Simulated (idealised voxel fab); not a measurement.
The following process module bears the name voxel self aligned contacts.
Cross-sectional view cut (width: 250 nm; square cell size: 5 nm).
We lay out every cross-section as a grid of square cells and spell it out in bands from the top down, where one band means one or more rows of cells.
For a band, the entry starts with two heights in nm, that of the top and then that of the bottom, and carries on with the band's materials in order from left to right, each alongside its width in nm; the word "all across" beside a single material means it fills the band edge to edge, and "empty" means empty space.
A quick word on heights: they are counted from 0, and under that level the wafer as it came to us is one material throughout. The lowest band is different from the rest in having no bottom; it simply continues downward, written as in "0 -> down".
The width entry "30 to 40" should be interpreted row by row: the top row of cells in the band takes the first number, the bottom row takes the second number, and the change between adjacent rows is uniform throughout.
It should be understood that the words "no modification", when stated for a given step, signify that the cross-section underwent no change in any of its cells during that step.
The label "Closed empty spaces" introduces a list of the empty spaces, 8 cells or larger, that have no open way up to the top; each entry in it reads width x height at distance, where the distance is taken from the left edge and all three are stated in nm.
Step line, after settings: the simulator's comment on this step.
overlay nm: right-of-plan distance of the mask on a masked step; negative values mean left-of-plan.

# Listed below are the process steps as planned
1) RECEIVE, material Si
2) CONFORMAL_DEP, material SiO2, thk nm 5
3) DIRECTIONAL_DEP, material polySi, thk nm 20
4) DIRECTIONAL_DEP, material SiN, thk nm 20
5) PATTERN, tone cover, mask id GATE, material resist, width nm 25, pitch nm 70, thk nm 20, overlay nm 0
6) DIRECTIONAL_ETCH, etch materials SiN, depth nm 20
7) DIRECTIONAL_ETCH, etch materials polySi, depth nm 20
8) STRIP, etch materials resist
9) CONFORMAL_DEP, material SiN, thk nm 10
10) DIRECTIONAL_ETCH, etch materials SiN, depth nm 10
11) FILL_DEP, material SiO2, thk nm 15
12) CMP, height nm 55
13) PATTERN, tone open, mask id CONTACT, material resist, width nm 45, pitch nm 70, thk nm 15, overlay nm 0
14) DIRECTIONAL_ETCH, etch materials SiO2, depth nm 55
15) STRIP, etch materials resist
16) CONFORMAL_DEP, material TiN, thk nm 5
17) FILL_DEP, material W, thk nm 5
18) CMP, height nm 55
19) CONFORMAL_DEP, material SiN, thk nm 5
The width nm used in step 13 is not the same on every wafer, whereas the starting condition is; the value printed in the plan is the first wafer's.

# Sectional view: first of several wafers, as received, after step 1
  0 -> down  Si all across
  Closed empty spaces: none

# Cross-section of the first of several wafers, taken after step 19, where the module ends
  60 -> 55  SiN all across
  55 -> 45  65 SiO2, then 5 to 15 TiN, then 35 to 15 W, then 5 to 15 TiN, then 25 SiO2, then 5 to 15 TiN, then 35 to 15 W, then 5 to 15 TiN, then 70 SiO2
  45 -> 25  30 SiO2, then 45 SiN, then 5 TiN, then 15 W, then 5 TiN, then 45 SiN, then 5 TiN, then 15 W, then 5 TiN, then 45 SiN, then 35 SiO2
  25 -> 5  30 SiO2, then 10 SiN, then 25 polySi, then 10 SiN, then 5 TiN, then 15 W, then 5 TiN, then 10 SiN, then 25 polySi, then 10 SiN, then 5 TiN, then 15 W, then 5 TiN, then 10 SiN, then 25 polySi, then 10 SiN, then 35 SiO2
  5 -> 0  75 SiO2, then 25 TiN, then 45 SiO2, then 25 TiN, then 80 SiO2
  0 -> down  Si all across
  Closed empty spaces: none

# Module end, final wafer: cross-section
  60 -> 55  SiN all across
  55 -> 45  60 SiO2, then 5 to 20 TiN, then 45 to 15 W, then 5 to 20 TiN, then 15 SiO2, then 5 to 20 TiN, then 45 to 15 W, then 5 to 20 TiN, then 65 SiO2
  45 -> 25  30 SiO2, then 45 SiN, then 5 TiN, then 15 W, then 5 TiN, then 45 SiN, then 5 TiN, then 15 W, then 5 TiN, then 45 SiN, then 35 SiO2
  25 -> 5  30 SiO2, then 10 SiN, then 25 polySi, then 10 SiN, then 5 TiN, then 15 W, then 5 TiN, then 10 SiN, then 25 polySi, then 10 SiN, then 5 TiN, then 15 W, then 5 TiN, then 10 SiN, then 25 polySi, then 10 SiN, then 35 SiO2
  5 -> 0  75 SiO2, then 25 TiN, then 45 SiO2, then 25 TiN, then 80 SiO2
  0 -> down  Si all across
  Closed empty spaces: none

# Per wafer, end of module: cells gained (+) or lost (-) per material since receipt, then closed voids
width nm 45 | +206 SiN | +208 SiO2 | +58 TiN | +68 W | +60 polySi | Closed empty spaces: none
width nm 50 | +206 SiN | +204 SiO2 | +60 TiN | +70 W | +60 polySi | Closed empty spaces: none
width nm 55 | +206 SiN | +200 SiO2 | +62 TiN | +72 W | +60 polySi | Closed empty spaces: none
